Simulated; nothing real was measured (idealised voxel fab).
Proc. module: voxel self aligned contacts
220 nm wide, 5 nm square cells: that's cross-section cut.
Cross-section layout: square cells on a grid; listed as bands, top to bottom; a band spans one or more cell rows.
Quick guide to a band line: top height, bottom height (nm) up front; then every material left to right with its width in nm. Only one material and it's marked "full width"? Then it fills the band edge to edge. And "blank" just means empty space.
Heights from 0 (as-received wafer is one material below). Bottom band endless downward, as "0 -> down".
Width: "30..40" (first number = top row, second number = bottom row, same change from row to row of cells).
When a step is marked "remains unaltered", none of the cells in the cross-section changed during that step.
What "Enclosed cavity list" gives you is every empty space of 8 cells or more that is cut off from the top. Each appears as width x height at distance, with the distance taken from the left edge and width, height and distance all in nm.
Note: text after step settings on the step line = simulator remark on that step.
When a step includes a mask, the "overlay nm" setting on its line states how far to the right of its planned place that mask lay, and negative values state how far to the left.
### So here's the lineup of process steps we planned
1) RECEIVE [material Si]
2) OXIDIZE [depth nm 5]
3) DIRECTIONAL_DEP [material polySi] [thk nm 20]
4) DIRECTIONAL_DEP [material SiN] [thk nm 15]
5) PATTERN [tone cover] [mask id GATE] [material resist] [width nm 25] [pitch nm 50] [thk nm 15] [overlay nm 0]
6) DIRECTIONAL_ETCH [etch materials SiN] [depth nm 15]
7) DIRECTIONAL_ETCH [etch materials polySi] [depth nm 20]
8) STRIP [etch materials resist]
9) CONFORMAL_DEP [material SiN] [thk nm 5]
10) DIRECTIONAL_ETCH [etch materials SiN] [depth nm 5]
11) FILL_DEP [material SiO2] [thk nm 10]
12) CMP [height nm 40]
13) PATTERN [tone open] [mask id CONTACT] [material resist] [width nm 35] [pitch nm 50] [thk nm 15] [overlay nm 0]
14) DIRECTIONAL_ETCH [etch materials SiO2] [depth nm 45]
15) STRIP [etch materials resist]
16) CONFORMAL_DEP [material TiN] [thk nm 5]
17) FILL_DEP [material Ru] [thk nm 10]
18) CMP [height nm 40]
19) CONFORMAL_DEP [material SiCN] [thk nm 5]
### First wafer out of two, processed as planned
### Here's what the wafer looked like in cross-section when it arrived - that's after step 1
* 0 -> down | Si full width
* Enclosed cavity list: none
### Wafer section view after processing step 2
* 0 -> -5 | SiO2 full width
* Below -5, the layers are the same as they were.
### Wafer section view after processing step 3
* 20 -> 0 | polySi full width
* Below 0, the layers are the same as they were.
### Wafer section view after processing step 4
* 35 -> 20 | SiN full width
* Below 20, the layers are the same as they were.
### Wafer section view after processing step 5
* 50 -> 35 | 45 nm blank | 25 nm resist | 25 nm blank | 25 nm resist | 25 nm blank | 25 nm resist | 50 nm blank
* Below 35, the layers are the same as they were.
### Wafer section view after processing step 6
* 50 -> 35 | 45 nm blank | 25 nm resist | 25 nm blank | 25 nm resist | 25 nm blank | 25 nm resist | 50 nm blank
* 35 -> 20 | 45 nm blank | 25 nm SiN | 25 nm blank | 25 nm SiN | 25 nm blank | 25 nm SiN | 50 nm blank
* Below 20, the layers are the same as they were.
### Wafer section view after processing step 7
* 50 -> 35 | 45 nm blank | 25 nm resist | 25 nm blank | 25 nm resist | 25 nm blank | 25 nm resist | 50 nm blank
* 35 -> 20 | 45 nm blank | 25 nm SiN | 25 nm blank | 25 nm SiN | 25 nm blank | 25 nm SiN | 50 nm blank
* 20 -> 0 | 45 nm blank | 25 nm polySi | 25 nm blank | 25 nm polySi | 25 nm blank | 25 nm polySi | 50 nm blank
* Below 0, the layers are the same as they were.
### Wafer section view after processing step 8
* 35 -> 20 | 45 nm blank | 25 nm SiN | 25 nm blank | 25 nm SiN | 25 nm blank | 25 nm SiN | 50 nm blank
* Below 20, the layers are the same as they were.
### Wafer section view after processing step 9
* 40 -> 20 | 40 nm blank | 35 nm SiN | 15 nm blank | 35 nm SiN | 15 nm blank | 35 nm SiN | 45 nm blank
* 20 -> 5 | 40 nm blank | 5 nm SiN | 25 nm polySi | 5 nm SiN | 15 nm blank | 5 nm SiN | 25 nm polySi | 5 nm SiN | 15 nm blank | 5 nm SiN | 25 nm polySi | 5 nm SiN | 45 nm blank
* 5 -> 0 | 45 nm SiN | 25 nm polySi | 25 nm SiN | 25 nm polySi | 25 nm SiN | 25 nm polySi | 50 nm SiN
* Below 0, the layers are the same as they were.
### Wafer section view after processing step 10
* 35 -> 20 | 40 nm blank | 35 nm SiN | 15 nm blank | 35 nm SiN | 15 nm blank | 35 nm SiN | 45 nm blank
* 20 -> 0 | 40 nm blank | 5 nm SiN | 25 nm polySi | 5 nm SiN | 15 nm blank | 5 nm SiN | 25 nm polySi | 5 nm SiN | 15 nm blank | 5 nm SiN | 25 nm polySi | 5 nm SiN | 45 nm blank
* Below 0, the layers are the same as they were.
### Wafer section view after processing step 11
* 45 -> 35 | SiO2 full width
* 35 -> 20 | 40 nm SiO2 | 35 nm SiN | 15 nm SiO2 | 35 nm SiN | 15 nm SiO2 | 35 nm SiN | 45 nm SiO2
* 20 -> 0 | 40 nm SiO2 | 5 nm SiN | 25 nm polySi | 5 nm SiN | 15 nm SiO2 | 5 nm SiN | 25 nm polySi | 5 nm SiN | 15 nm SiO2 | 5 nm SiN | 25 nm polySi | 5 nm SiN | 45 nm SiO2
* Below 0, the layers are the same as they were.
### Wafer section view after processing step 12
* 40 -> 35 | SiO2 full width
* Below 35, the layers are the same as they were.
### Wafer section view after processing step 13
* 55 -> 40 | 65 nm resist | 35 nm blank | 15 nm resist | 35 nm blank | 70 nm resist
* Below 40, the layers are the same as they were.
### Wafer section view after processing step 14
* 55 -> 40 | 65 nm resist | 35 nm blank | 15 nm resist | 35 nm blank | 70 nm resist
* 40 -> 35 | 65 nm SiO2 | 35 nm blank | 15 nm SiO2 | 35 nm blank | 70 nm SiO2
* 35 -> 20 | 40 nm SiO2 | 35 nm SiN | 15 nm blank | 35 nm SiN | 15 nm blank | 35 nm SiN | 45 nm SiO2
* 20 -> 0 | 40 nm SiO2 | 5 nm SiN | 25 nm polySi | 5 nm SiN | 15 nm blank | 5 nm SiN | 25 nm polySi | 5 nm SiN | 15 nm blank | 5 nm SiN | 25 nm polySi | 5 nm SiN | 45 nm SiO2
* 0 -> -5 | 75 nm SiO2 | 15 nm blank | 35 nm SiO2 | 15 nm blank | 80 nm SiO2
* Below -5, the layers are the same as they were.
### Wafer section view after processing step 15
* 40 -> 35 | 65 nm SiO2 | 35 nm blank | 15 nm SiO2 | 35 nm blank | 70 nm SiO2
* Below 35, the layers are the same as they were.
### Wafer section view after processing step 16
* 45 -> 40 | 70 nm TiN | 25 nm blank | 25 nm TiN | 25 nm blank | 75 nm TiN
* 40 -> 35 | 65 nm SiO2 | 15 nm TiN | 5 nm blank | 15 nm TiN | 15 nm SiO2 | 15 nm TiN | 5 nm blank | 15 nm TiN | 70 nm SiO2
* 35 -> 20 | 40 nm SiO2 | 35 nm SiN | 5 nm TiN | 5 nm blank | 5 nm TiN | 35 nm SiN | 5 nm TiN | 5 nm blank | 5 nm TiN | 35 nm SiN | 45 nm SiO2
* 20 -> 0 | 40 nm SiO2 | 5 nm SiN | 25 nm polySi | 5 nm SiN | 5 nm TiN | 5 nm blank | 5 nm TiN | 5 nm SiN | 25 nm polySi | 5 nm SiN | 5 nm TiN | 5 nm blank | 5 nm TiN | 5 nm SiN | 25 nm polySi | 5 nm SiN | 45 nm SiO2
* 0 -> -5 | 75 nm SiO2 | 15 nm TiN | 35 nm SiO2 | 15 nm TiN | 80 nm SiO2
* Below -5, the layers are the same as they were.
### Wafer section view after processing step 17
* 55 -> 45 | Ru full width
* 45 -> 40 | 70 nm TiN | 25 nm Ru | 25 nm TiN | 25 nm Ru | 75 nm TiN
* 40 -> 35 | 65 nm SiO2 | 15 nm TiN | 5 nm Ru | 15 nm TiN | 15 nm SiO2 | 15 nm TiN | 5 nm Ru | 15 nm TiN | 70 nm SiO2
* 35 -> 20 | 40 nm SiO2 | 35 nm SiN | 5 nm TiN | 5 nm Ru | 5 nm TiN | 35 nm SiN | 5 nm TiN | 5 nm Ru | 5 nm TiN | 35 nm SiN | 45 nm SiO2
* 20 -> 0 | 40 nm SiO2 | 5 nm SiN | 25 nm polySi | 5 nm SiN | 5 nm TiN | 5 nm Ru | 5 nm TiN | 5 nm SiN | 25 nm polySi | 5 nm SiN | 5 nm TiN | 5 nm Ru | 5 nm TiN | 5 nm SiN | 25 nm polySi | 5 nm SiN | 45 nm SiO2
* Below 0, the layers are the same as they were.
### Wafer section view after processing step 18
* 40 -> 35 | 65 nm SiO2 | 15 nm TiN | 5 nm Ru | 15 nm TiN | 15 nm SiO2 | 15 nm TiN | 5 nm Ru | 15 nm TiN | 70 nm SiO2
* Below 35, the layers are the same as they were.
### Wafer section view after processing step 19
* 45 -> 40 | SiCN full width
* Below 40, the layers are the same as they were.
### The Second Wafer: Common Origin and Plan, One Mistake in Execution, Identical to the First Through Step 4
### Second wafer shown in cross-section at the time step 5 was slated to end
* 50 -> 35 | 45 nm resist | 25 nm blank | 25 nm resist | 25 nm blank | 25 nm resist | 25 nm blank | 50 nm resist
* Below 35, the layers are the same as they were.
### Second wafer shown in cross-section at the time step 6 was slated to end
* 50 -> 35 | 45 nm resist | 25 nm blank | 25 nm resist | 25 nm blank | 25 nm resist | 25 nm blank | 50 nm resist
* 35 -> 20 | 45 nm SiN | 25 nm blank | 25 nm SiN | 25 nm blank | 25 nm SiN | 25 nm blank | 50 nm SiN
* Below 20, the layers are the same as they were.
### Second wafer shown in cross-section at the time step 7 was slated to end
* 50 -> 35 | 45 nm resist | 25 nm blank | 25 nm resist | 25 nm blank | 25 nm resist | 25 nm blank | 50 nm resist
* 35 -> 20 | 45 nm SiN | 25 nm blank | 25 nm SiN | 25 nm blank | 25 nm SiN | 25 nm blank | 50 nm SiN
* 20 -> 0 | 45 nm polySi | 25 nm blank | 25 nm polySi | 25 nm blank | 25 nm polySi | 25 nm blank | 50 nm polySi
* Below 0, the layers are the same as they were.
### Second wafer shown in cross-section at the time step 8 was slated to end
* 35 -> 20 | 45 nm SiN | 25 nm blank | 25 nm SiN | 25 nm blank | 25 nm SiN | 25 nm blank | 50 nm SiN
* Below 20, the layers are the same as they were.
### Second wafer shown in cross-section at the time step 9 was slated to end
* 40 -> 20 | 50 nm SiN | 15 nm blank | 35 nm SiN | 15 nm blank | 35 nm SiN | 15 nm blank | 55 nm SiN
* 20 -> 5 | 45 nm polySi | 5 nm SiN | 15 nm blank | 5 nm SiN | 25 nm polySi | 5 nm SiN | 15 nm blank | 5 nm SiN | 25 nm polySi | 5 nm SiN | 15 nm blank | 5 nm SiN | 50 nm polySi
* 5 -> 0 | 45 nm polySi | 25 nm SiN | 25 nm polySi | 25 nm SiN | 25 nm polySi | 25 nm SiN | 50 nm polySi
* Below 0, the layers are the same as they were.
### Second wafer shown in cross-section at the time step 10 was slated to end
* 35 -> 20 | 50 nm SiN | 15 nm blank | 35 nm SiN | 15 nm blank | 35 nm SiN | 15 nm blank | 55 nm SiN
* 20 -> 0 | 45 nm polySi | 5 nm SiN | 15 nm blank | 5 nm SiN | 25 nm polySi | 5 nm SiN | 15 nm blank | 5 nm SiN | 25 nm polySi | 5 nm SiN | 15 nm blank | 5 nm SiN | 50 nm polySi
* Below 0, the layers are the same as they were.
### Second wafer shown in cross-section at the time step 11 was slated to end
* 45 -> 35 | SiO2 full width
* 35 -> 20 | 50 nm SiN | 15 nm SiO2 | 35 nm SiN | 15 nm SiO2 | 35 nm SiN | 15 nm SiO2 | 55 nm SiN
* 20 -> 0 | 45 nm polySi | 5 nm SiN | 15 nm SiO2 | 5 nm SiN | 25 nm polySi | 5 nm SiN | 15 nm SiO2 | 5 nm SiN | 25 nm polySi | 5 nm SiN | 15 nm SiO2 | 5 nm SiN | 50 nm polySi
* Below 0, the layers are the same as they were.
### Second wafer shown in cross-section at the time step 12 was slated to end
* 40 -> 35 | SiO2 full width
* Below 35, the layers are the same as they were.
### Second wafer shown in cross-section at the time step 13 was slated to end
* 55 -> 40 | 65 nm resist | 35 nm blank | 15 nm resist | 35 nm blank | 70 nm resist
* Below 40, the layers are the same as they were.
### Second wafer shown in cross-section at the time step 14 was slated to end
* 55 -> 40 | 65 nm resist | 35 nm blank | 15 nm resist | 35 nm blank | 70 nm resist
* 40 -> 35 | 65 nm SiO2 | 35 nm blank | 15 nm SiO2 | 35 nm blank | 70 nm SiO2
* Below 35, the layers are the same as they were.
### Second wafer shown in cross-section at the time step 15 was slated to end
* 40 -> 35 | 65 nm SiO2 | 35 nm blank | 15 nm SiO2 | 35 nm blank | 70 nm SiO2
* Below 35, the layers are the same as they were.
### Second wafer shown in cross-section at the time step 16 was slated to end
* 45 -> 40 | 70 nm TiN | 25 nm blank | 25 nm TiN | 25 nm blank | 75 nm TiN
* 40 -> 35 | 65 nm SiO2 | 35 nm TiN | 15 nm SiO2 | 35 nm TiN | 70 nm SiO2
* Below 35, the layers are the same as they were.
### Second wafer shown in cross-section at the time step 17 was slated to end
* 55 -> 45 | Ru full width
* 45 -> 40 | 70 nm TiN | 25 nm Ru | 25 nm TiN | 25 nm Ru | 75 nm TiN
* Below 40, the layers are the same as they were.
### Second wafer shown in cross-section at the time step 18 was slated to end
* 40 -> 35 | 65 nm SiO2 | 35 nm TiN | 15 nm SiO2 | 35 nm TiN | 70 nm SiO2
* Below 35, the layers are the same as they were.
### Second wafer shown in cross-section at the time step 19 was slated to end
* 45 -> 40 | SiCN full width
* Below 40, the layers are the same as they were.
What went wrong in running the wafer? note that step 5 departed from the planned setting and was carried out as PATTERN [tone open] [mask id GATE] [material resist] [width nm 25] [pitch nm 50] [thk nm 15] [overlay nm 0]
FYI, end of process, the second wafer has more or fewer cells of some materials than the first: -16 Ru | +42 SiN | -50 SiO2 | -32 TiN | +56 polySi
